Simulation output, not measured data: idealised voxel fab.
Process module name: voxel released beams
The cross-section on display is named cut; it measures 215 nm wide, and its cells are 5 nm squares.
Cross-sections here: square-cell grids, written as top-down lists of bands, a band being one or more rows of cells.
Each band's line starts with the height of the band's top and of its bottom, in nm. Then come its materials from left to right, each with its width in nm. One material with "all across" fills the band from edge to edge. "empty" is empty space.
Heights are reckoned from 0. Under this level, the received wafer is all of one material. The bottommost band is open-ended downward, for example "0 and below".
Per-row width for "30 to 40": begins at first number (top row of band), ends at second number (bottom row), increment between rows held constant.
Given "no modification" for a step, no cell of the cross-section differs between before and after that step.
Empty spaces without an open route to the top, at least 8 cells in extent, make up the entry "Enclosed internal cavities"; each is given as width x height at distance, where the distance is measured from the left edge, and all are in nm.
What comes after the settings on a step's line is commentary from the simulator itself on that step.
If you see "overlay nm" on a step's line and that step has a mask, it's telling you how far right of where it was planned the mask ended up; a negative number means it went left instead.
-- Intended process steps
1 RECEIVE: material Si
2 CONFORMAL_DEP: material Al2O3, thk nm 5
3 DIRECTIONAL_DEP: material SiO2, thk nm 10
4 PATTERN: tone open, mask id ANCHOR, material resist, width nm 45, thk nm 15, overlay nm 0
5 DIRECTIONAL_ETCH: etch materials SiO2, depth nm 10
6 STRIP: etch materials resist
7 CONFORMAL_DEP: material polySi, thk nm 15
8 PATTERN: tone cover, mask id BEAM, material resist, width nm 125, thk nm 15, overlay nm 0
9 DIRECTIONAL_ETCH: etch materials polySi, depth nm 15
10 STRIP: etch materials resist
11 STRIP: etch materials SiO2
-- Run as planned: first of two wafers
-- As-received state of the wafer in cross-section, equivalent to post-step 1
  0 and below  Si all across
  Enclosed internal cavities: none
-- The wafer, seen in cross-section, after step 2
  5 down to 0  Al2O3 all across
  Below 0, no change.
-- The wafer, seen in cross-section, after step 3
  15 down to 5  SiO2 all across
  Below 5, no change.
-- The wafer, seen in cross-section, after step 4
  30 down to 15  resist: 45, then empty: 45, then resist: 125
  Below 15, no change.
-- The wafer, seen in cross-section, after step 5
  30 down to 15  resist: 45, then empty: 45, then resist: 125
  15 down to 5  SiO2: 45, then empty: 45, then SiO2: 125
  Below 5, no change.
-- The wafer, seen in cross-section, after step 6
  15 down to 5  SiO2: 45, then empty: 45, then SiO2: 125
  Below 5, no change.
-- The wafer, seen in cross-section, after step 7
  30 down to 20  polySi: 60, then empty: 15, then polySi: 140
  20 down to 15  polySi all across
  15 down to 5  SiO2: 45, then polySi: 45, then SiO2: 125
  Below 5, no change.
-- The wafer, seen in cross-section, after step 8
  45 down to 30  empty: 40, then resist: 125, then empty: 50
  30 down to 20  polySi: 60, then resist: 15, then polySi: 140
  Below 20, no change.
-- The wafer, seen in cross-section, after step 9
  45 down to 30  empty: 40, then resist: 125, then empty: 50
  30 down to 20  empty: 40, then polySi: 20, then resist: 15, then polySi: 90, then empty: 50
  20 down to 15  empty: 40, then polySi: 125, then empty: 50
  Below 15, no change.
-- The wafer, seen in cross-section, after step 10
  30 down to 20  empty: 40, then polySi: 20, then empty: 15, then polySi: 90, then empty: 50
  Below 20, no change.
-- The wafer, seen in cross-section, after step 11
  30 down to 20  empty: 40, then polySi: 20, then empty: 15, then polySi: 90, then empty: 50
  20 down to 15  empty: 40, then polySi: 125, then empty: 50
  15 down to 5  empty: 45, then polySi: 45, then empty: 125
  Below 5, no change.
-- Second of two: same start, same plan, one run error; steps up to and including 3 match the first
-- Second wafer cross-section, taken as of the time the plan sets for step 4 to be done
  30 down to 15  empty: 45, then resist: 45, then empty: 125
  Below 15, no change.
-- Second wafer cross-section, taken as of the time the plan sets for step 5 to be done
  30 down to 15  empty: 45, then resist: 45, then empty: 125
  15 down to 5  empty: 45, then SiO2: 45, then empty: 125
  Below 5, no change.
-- Second wafer cross-section, taken as of the time the plan sets for step 6 to be done
  15 down to 5  empty: 45, then SiO2: 45, then empty: 125
  Below 5, no change.
-- Second wafer cross-section, taken as of the time the plan sets for step 7 to be done
  30 down to 20  empty: 30, then polySi: 75, then empty: 110
  20 down to 15  polySi all across
  15 down to 5  polySi: 45, then SiO2: 45, then polySi: 125
  Below 5, no change.
-- Second wafer cross-section, taken as of the time the plan sets for step 8 to be done
  45 down to 30  empty: 40, then resist: 125, then empty: 50
  30 down to 20  empty: 30, then polySi: 75, then resist: 60, then empty: 50
  Below 20, no change.
-- Second wafer cross-section, taken as of the time the plan sets for step 9 to be done
  45 down to 30  empty: 40, then resist: 125, then empty: 50
  30 down to 20  empty: 40, then polySi: 65, then resist: 60, then empty: 50
  20 down to 15  empty: 40, then polySi: 125, then empty: 50
  15 down to 5  empty: 30, then polySi: 15, then SiO2: 45, then polySi: 75, then empty: 50
  Below 5, no change.
-- Second wafer cross-section, taken as of the time the plan sets for step 10 to be done
  30 down to 20  empty: 40, then polySi: 65, then empty: 110
  Below 20, no change.
Second wafer cross-section, taken as of the time the plan sets for step 11 to be done: no modification
In executing the process, a mistake was made relative to the plan: note that step 4 departed from the planned setting and was carried out as PATTERN: tone cover, mask id ANCHOR, material resist, width nm 45, thk nm 15, overlay nm 0
The closing comparison, in cells, has the second wafer with more or fewer of some materials than the first: SiO2 +18
